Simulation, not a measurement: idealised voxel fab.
The process module presented herein is designated voxel self aligned contacts.
Cross-section cut spans 290 nm and uses square cells 5 nm in size.
We lay out every cross-section as a grid of square cells and spell it out in bands from the top down, where one band means one or more rows of cells. It is stipulated that each band's entry specify, in nanometres, the height of the top of the band and then that of its bottom, followed by the materials of the band in left-to-right sequence, each together with its width in nanometres. A single material marked by the word "throughout" is understood to fill the band from edge to edge; the word "empty" is understood to denote empty space. All heights in this document are referenced to 0, defined as the level beneath which the wafer, as received, consists entirely of one material. The lowest band is not bounded below; it extends indefinitely downward and is written in the form "0 and below". A two-number width, for instance "30 to 40", indicates that the width is equal to the first number in the top row of the band and to the second number in the bottom row, and that it changes by a constant amount per row of cells. A step reported as "nothing different" is a step in which no cell of the cross-section changed. The entry "Trapped cavities" lists the empty spaces that cover at least 8 cells and have no open path to the top. Each is written as width x height at distance, where the distance is measured from the left edge and all three values are in nm. Step line, after settings: the simulator's comment on this step. Steps that use a mask can have "overlay nm" on their line. It says how far the mask sat to the right of where it was meant to be. Negative means to the left.
Planned step list for the process:
1. RECEIVE (material Si)
2. OXIDIZE (depth nm 5)
3. DIRECTIONAL_DEP (material polySi; thk nm 25)
4. DIRECTIONAL_DEP (material SiN; thk nm 20)
5. DIRECTIONAL_DEP (material aC; thk nm 10)
6. PATTERN (tone cover; mask id GATE; material resist; width nm 25; pitch nm 60; thk nm 25; overlay nm 0)
7. DIRECTIONAL_ETCH (etch materials aC; depth nm 10)
8. STRIP (etch materials resist)
9. DIRECTIONAL_ETCH (etch materials SiN; depth nm 20)
10. DIRECTIONAL_ETCH (etch materials polySi; depth nm 25)
11. STRIP (etch materials aC)
12. CONFORMAL_DEP (material SiN; thk nm 10)
13. DIRECTIONAL_ETCH (etch materials SiN; depth nm 10)
14. FILL_DEP (material SiO2; thk nm 20)
15. CMP (height nm 55)
16. MASKED_ETCH (tone open; mask id CONTACT; width nm 45; etch materials SiO2; depth nm 60; overlay nm 0)
17. CONFORMAL_DEP (material TiN; thk nm 5)
18. FILL_DEP (material Ru; thk nm 10)
19. CMP (height nm 55)
20. CONFORMAL_DEP (material SiN; thk nm 5)
On the first of the two wafers: run conducted according to plan:
Wafer at receipt (post step 1), cross-section:
  0 and below  Si throughout
  Trapped cavities: none
After step 2, in cross-section:
  0 down to -5  SiO2 throughout
  Whatever lies below -5 is exactly as it was before.
After step 3, in cross-section:
  25 down to 0  polySi throughout
  Whatever lies below 0 is exactly as it was before.
After step 4, in cross-section:
  45 down to 25  SiN throughout
  Whatever lies below 25 is exactly as it was before.
After step 5, in cross-section:
  55 down to 45  aC throughout
  Whatever lies below 45 is exactly as it was before.
After step 6, in cross-section:
  80 down to 55  100 of empty / 25 of resist / 35 of empty / 25 of resist / 105 of empty
  Whatever lies below 55 is exactly as it was before.
After step 7, in cross-section:
  70 down to 55  100 of empty / 25 of resist / 35 of empty / 25 of resist / 105 of empty
  55 down to 45  100 of empty / 25 of aC / 35 of empty / 25 of aC / 105 of empty
  Whatever lies below 45 is exactly as it was before.
After step 8, in cross-section:
  55 down to 45  100 of empty / 25 of aC / 35 of empty / 25 of aC / 105 of empty
  Whatever lies below 45 is exactly as it was before.
After step 9, in cross-section:
  55 down to 45  100 of empty / 25 of aC / 35 of empty / 25 of aC / 105 of empty
  45 down to 25  100 of empty / 25 of SiN / 35 of empty / 25 of SiN / 105 of empty
  Whatever lies below 25 is exactly as it was before.
After step 10, in cross-section:
  55 down to 45  100 of empty / 25 of aC / 35 of empty / 25 of aC / 105 of empty
  45 down to 25  100 of empty / 25 of SiN / 35 of empty / 25 of SiN / 105 of empty
  25 down to 0  100 of empty / 25 of polySi / 35 of empty / 25 of polySi / 105 of empty
  Whatever lies below 0 is exactly as it was before.
After step 11, in cross-section:
  45 down to 25  100 of empty / 25 of SiN / 35 of empty / 25 of SiN / 105 of empty
  Whatever lies below 25 is exactly as it was before.
After step 12, in cross-section:
  55 down to 25  90 of empty / 45 of SiN / 15 of empty / 45 of SiN / 95 of empty
  25 down to 10  90 of empty / 10 of SiN / 25 of polySi / 10 of SiN / 15 of empty / 10 of SiN / 25 of polySi / 10 of SiN / 95 of empty
  10 down to 0  100 of SiN / 25 of polySi / 35 of SiN / 25 of polySi / 105 of SiN
  Whatever lies below 0 is exactly as it was before.
After step 13, in cross-section:
  45 down to 25  90 of empty / 45 of SiN / 15 of empty / 45 of SiN / 95 of empty
  25 down to 0  90 of empty / 10 of SiN / 25 of polySi / 10 of SiN / 15 of empty / 10 of SiN / 25 of polySi / 10 of SiN / 95 of empty
  Whatever lies below 0 is exactly as it was before.
After step 14, in cross-section:
  65 down to 45  SiO2 throughout
  45 down to 25  90 of SiO2 / 45 of SiN / 15 of SiO2 / 45 of SiN / 95 of SiO2
  25 down to 0  90 of SiO2 / 10 of SiN / 25 of polySi / 10 of SiN / 15 of SiO2 / 10 of SiN / 25 of polySi / 10 of SiN / 95 of SiO2
  Whatever lies below 0 is exactly as it was before.
After step 15, in cross-section:
  55 down to 45  SiO2 throughout
  Whatever lies below 45 is exactly as it was before.
After step 16, in cross-section:
  55 down to 45  120 of SiO2 / 45 of empty / 125 of SiO2
  45 down to 25  90 of SiO2 / 45 of SiN / 15 of empty / 45 of SiN / 95 of SiO2
  25 down to 0  90 of SiO2 / 10 of SiN / 25 of polySi / 10 of SiN / 15 of empty / 10 of SiN / 25 of polySi / 10 of SiN / 95 of SiO2
  0 down to -5  135 of SiO2 / 15 of empty / 140 of SiO2
  Whatever lies below -5 is exactly as it was before.
After step 17, in cross-section:
  60 down to 55  125 of TiN / 35 of empty / 130 of TiN
  55 down to 45  120 of SiO2 / 5 to 20 of TiN / 35 to 5 of empty / 5 to 20 of TiN / 125 of SiO2
  45 down to 25  90 of SiO2 / 45 of SiN / 5 of TiN / 5 of empty / 5 of TiN / 45 of SiN / 95 of SiO2
  25 down to 0  90 of SiO2 / 10 of SiN / 25 of polySi / 10 of SiN / 5 of TiN / 5 of empty / 5 of TiN / 10 of SiN / 25 of polySi / 10 of SiN / 95 of SiO2
  0 down to -5  135 of SiO2 / 15 of TiN / 140 of SiO2
  Whatever lies below -5 is exactly as it was before.
After step 18, in cross-section:
  70 down to 60  Ru throughout
  60 down to 55  125 of TiN / 35 of Ru / 130 of TiN
  55 down to 45  120 of SiO2 / 5 to 20 of TiN / 35 to 5 of Ru / 5 to 20 of TiN / 125 of SiO2
  45 down to 25  90 of SiO2 / 45 of SiN / 5 of TiN / 5 of Ru / 5 of TiN / 45 of SiN / 95 of SiO2
  25 down to 0  90 of SiO2 / 10 of SiN / 25 of polySi / 10 of SiN / 5 of TiN / 5 of Ru / 5 of TiN / 10 of SiN / 25 of polySi / 10 of SiN / 95 of SiO2
  Whatever lies below 0 is exactly as it was before.
After step 19, in cross-section:
  55 down to 45  120 of SiO2 / 5 to 20 of TiN / 35 to 5 of Ru / 5 to 20 of TiN / 125 of SiO2
  Whatever lies below 45 is exactly as it was before.
After step 20, in cross-section:
  60 down to 55  SiN throughout
  Whatever lies below 55 is exactly as it was before.
Second of two: same start, same plan, one run error; steps up to and including 5 match the first:
Second wafer, section view, time point: scheduled end of step 6:
  80 down to 55  90 of empty / 25 of resist / 35 of empty / 25 of resist / 115 of empty
  Whatever lies below 55 is exactly as it was before.
Second wafer, section view, time point: scheduled end of step 7:
  70 down to 55  90 of empty / 25 of resist / 35 of empty / 25 of resist / 115 of empty
  55 down to 45  90 of empty / 25 of aC / 35 of empty / 25 of aC / 115 of empty
  Whatever lies below 45 is exactly as it was before.
Second wafer, section view, time point: scheduled end of step 8:
  55 down to 45  90 of empty / 25 of aC / 35 of empty / 25 of aC / 115 of empty
  Whatever lies below 45 is exactly as it was before.
Second wafer, section view, time point: scheduled end of step 9:
  55 down to 45  90 of empty / 25 of aC / 35 of empty / 25 of aC / 115 of empty
  45 down to 25  90 of empty / 25 of SiN / 35 of empty / 25 of SiN / 115 of empty
  Whatever lies below 25 is exactly as it was before.
Second wafer, section view, time point: scheduled end of step 10:
  55 down to 45  90 of empty / 25 of aC / 35 of empty / 25 of aC / 115 of empty
  45 down to 25  90 of empty / 25 of SiN / 35 of empty / 25 of SiN / 115 of empty
  25 down to 0  90 of empty / 25 of polySi / 35 of empty / 25 of polySi / 115 of empty
  Whatever lies below 0 is exactly as it was before.
Second wafer, section view, time point: scheduled end of step 11:
  45 down to 25  90 of empty / 25 of SiN / 35 of empty / 25 of SiN / 115 of empty
  Whatever lies below 25 is exactly as it was before.
Second wafer, section view, time point: scheduled end of step 12:
  55 down to 25  80 of empty / 45 of SiN / 15 of empty / 45 of SiN / 105 of empty
  25 down to 10  80 of empty / 10 of SiN / 25 of polySi / 10 of SiN / 15 of empty / 10 of SiN / 25 of polySi / 10 of SiN / 105 of empty
  10 down to 0  90 of SiN / 25 of polySi / 35 of SiN / 25 of polySi / 115 of SiN
  Whatever lies below 0 is exactly as it was before.
Second wafer, section view, time point: scheduled end of step 13:
  45 down to 25  80 of empty / 45 of SiN / 15 of empty / 45 of SiN / 105 of empty
  25 down to 0  80 of empty / 10 of SiN / 25 of polySi / 10 of SiN / 15 of empty / 10 of SiN / 25 of polySi / 10 of SiN / 105 of empty
  Whatever lies below 0 is exactly as it was before.
Second wafer, section view, time point: scheduled end of step 14:
  65 down to 45  SiO2 throughout
  45 down to 25  80 of SiO2 / 45 of SiN / 15 of SiO2 / 45 of SiN / 105 of SiO2
  25 down to 0  80 of SiO2 / 10 of SiN / 25 of polySi / 10 of SiN / 15 of SiO2 / 10 of SiN / 25 of polySi / 10 of SiN / 105 of SiO2
  Whatever lies below 0 is exactly as it was before.
Second wafer, section view, time point: scheduled end of step 15:
  55 down to 45  SiO2 throughout
  Whatever lies below 45 is exactly as it was before.
Second wafer, section view, time point: scheduled end of step 16:
  55 down to 45  120 of SiO2 / 45 of empty / 125 of SiO2
  45 down to 25  80 of SiO2 / 45 of SiN / 15 of empty / 45 of SiN / 105 of SiO2
  25 down to 0  80 of SiO2 / 10 of SiN / 25 of polySi / 10 of SiN / 15 of empty / 10 of SiN / 25 of polySi / 10 of SiN / 105 of SiO2
  0 down to -5  125 of SiO2 / 15 of empty / 150 of SiO2
  Whatever lies below -5 is exactly as it was before.
Second wafer, section view, time point: scheduled end of step 17:
  60 down to 55  125 of TiN / 35 of empty / 130 of TiN
  55 down to 45  120 of SiO2 / 5 to 10 of TiN / 35 to 5 of empty / 5 to 30 of TiN / 125 of SiO2
  45 down to 25  80 of SiO2 / 45 of SiN / 5 of TiN / 5 of empty / 5 of TiN / 45 of SiN / 105 of SiO2
  25 down to 0  80 of SiO2 / 10 of SiN / 25 of polySi / 10 of SiN / 5 of TiN / 5 of empty / 5 of TiN / 10 of SiN / 25 of polySi / 10 of SiN / 105 of SiO2
  0 down to -5  125 of SiO2 / 15 of TiN / 150 of SiO2
  Whatever lies below -5 is exactly as it was before.
Second wafer, section view, time point: scheduled end of step 18:
  70 down to 60  Ru throughout
  60 down to 55  125 of TiN / 35 of Ru / 130 of TiN
  55 down to 45  120 of SiO2 / 5 to 10 of TiN / 35 to 5 of Ru / 5 to 30 of TiN / 125 of SiO2
  45 down to 25  80 of SiO2 / 45 of SiN / 5 of TiN / 5 of Ru / 5 of TiN / 45 of SiN / 105 of SiO2
  25 down to 0  80 of SiO2 / 10 of SiN / 25 of polySi / 10 of SiN / 5 of TiN / 5 of Ru / 5 of TiN / 10 of SiN / 25 of polySi / 10 of SiN / 105 of SiO2
  Whatever lies below 0 is exactly as it was before.
Second wafer, section view, time point: scheduled end of step 19:
  55 down to 45  120 of SiO2 / 5 to 10 of TiN / 35 to 5 of Ru / 5 to 30 of TiN / 125 of SiO2
  Whatever lies below 45 is exactly as it was before.
Second wafer, section view, time point: scheduled end of step 20:
  60 down to 55  SiN throughout
  Whatever lies below 55 is exactly as it was before.
Against the plan, the run slipped here: off-plan run, step 6, actual operation and settings PATTERN (tone cover; mask id GATE; material resist; width nm 25; pitch nm 60; thk nm 25; overlay nm -10)
If you tally the cells, the second wafer ends up with the same amount of every material as the first; it's all just sitting in different places.
